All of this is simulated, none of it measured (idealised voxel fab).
Herein follows the process module entitled voxel self aligned contacts.
260 nm wide, 5 nm square cells: that's cross-section cut.
Cross-section = grid of square cells, listed top down in bands; band = one or more rows. First you get the band's top height and its bottom height, in nm, and then the materials it's made of, left to right, with each width in nm. If you see a single material with "edge to edge", that one covers the band edge to edge. "empty" is empty space. The reference from which all heights are counted is 0, the level beneath which the as-received wafer is entirely one material; the lowest band, having no lower bound, proceeds downward and is written after the example "0 nm and below". With a width like "30 to 40", each row of cells in the band differs from the next by the same amount, the top row carrying the first number and the bottom row the second. Reading "left unchanged" for a step: not a cell of the cross-section changed in it. Heads up: "Closed void roster" only lists the empty pockets with no open path to the top that are 8 cells or more, and it writes them as width x height at distance, distance from the left edge, in nm. What comes after the settings on a step's line is commentary from the simulator itself on that step. Each step line may optionally specify "overlay nm", which for a step with a mask gives the rightward distance between the mask's planned place and where it lay, a negative value indicating the leftward direction.
[The following list gives the planned process steps]
| 1 | RECEIVE, material Si |
| 2 | OXIDIZE, depth nm 5 |
| 3 | DIRECTIONAL_DEP, material polySi, thk nm 30 |
| 4 | DIRECTIONAL_DEP, material SiN, thk nm 15 |
| 5 | DIRECTIONAL_DEP, material aC, thk nm 10 |
| 6 | PATTERN, tone cover, mask id GATE, material resist, width nm 30, pitch nm 55, thk nm 30, overlay nm 0 |
| 7 | DIRECTIONAL_ETCH, etch materials aC, depth nm 10 |
| 8 | STRIP, etch materials resist |
| 9 | DIRECTIONAL_ETCH, etch materials SiN, depth nm 15 |
| 10 | DIRECTIONAL_ETCH, etch materials polySi, depth nm 30 |
| 11 | STRIP, etch materials aC |
| 12 | CONFORMAL_DEP, material SiN, thk nm 5 |
| 13 | DIRECTIONAL_ETCH, etch materials SiN, depth nm 5 |
| 14 | FILL_DEP, material SiO2, thk nm 15 |
| 15 | CMP, height nm 50 |
| 16 | MASKED_ETCH, tone open, mask id CONTACT, width nm 35, etch materials SiO2, depth nm 55, overlay nm 0 |
| 17 | CONFORMAL_DEP, material TiN, thk nm 5 |
| 18 | FILL_DEP, material Ru, thk nm 5 |
| 19 | CMP, height nm 50 |
| 20 | CONFORMAL_DEP, material SiN, thk nm 5 |
[Incoming wafer, cross-sectional view, post step 1]
    0 nm and below | Si edge to edge
    Closed void roster: none
[End-of-module XS, first of two wafers, run as planned]
    55 nm to 50 nm | SiN edge to edge
    50 nm to 45 nm | 110 of SiO2 | 15 of TiN | 5 of Ru | 15 of TiN | 115 of SiO2
    45 nm to 30 nm | 80 of SiO2 | 40 of SiN | 5 of TiN | 5 of Ru | 5 of TiN | 40 of SiN | 85 of SiO2
    30 nm to 0 nm | 80 of SiO2 | 5 of SiN | 30 of polySi | 5 of SiN | 5 of TiN | 5 of Ru | 5 of TiN | 5 of SiN | 30 of polySi | 5 of SiN | 85 of SiO2
    0 nm to -5 nm | 120 of SiO2 | 15 of TiN | 125 of SiO2
    -5 nm and below | Si edge to edge
    Closed void roster: none
[This cross-section belongs to the second wafer of two at the end of the module; the start and the plan were shared with the first, and the run included one mistake]
    55 nm to 50 nm | SiN edge to edge
    50 nm to 45 nm | 110 of SiO2 | 35 of TiN | 115 of SiO2
    45 nm to 30 nm | 90 of SiN | 20 of SiO2 | 35 of SiN | 20 of SiO2 | 95 of SiN
    30 nm to 0 nm | 85 of polySi | 5 of SiN | 20 of SiO2 | 5 of SiN | 25 of polySi | 5 of SiN | 20 of SiO2 | 5 of SiN | 90 of polySi
    0 nm to -5 nm | SiO2 edge to edge
    -5 nm and below | Si edge to edge
    Closed void roster: none
What broke from the plan during processing? step 6 was run on a setting that differed from the plan, and what really ran there is PATTERN, tone open, mask id GATE, material resist, width nm 30, pitch nm 55, thk nm 30, overlay nm 0
Looking at both finished wafers in cells, the second ends up ahead of or behind the first on some materials: Ru -10; SiN +84; SiO2 -222; TiN -20; polySi +168
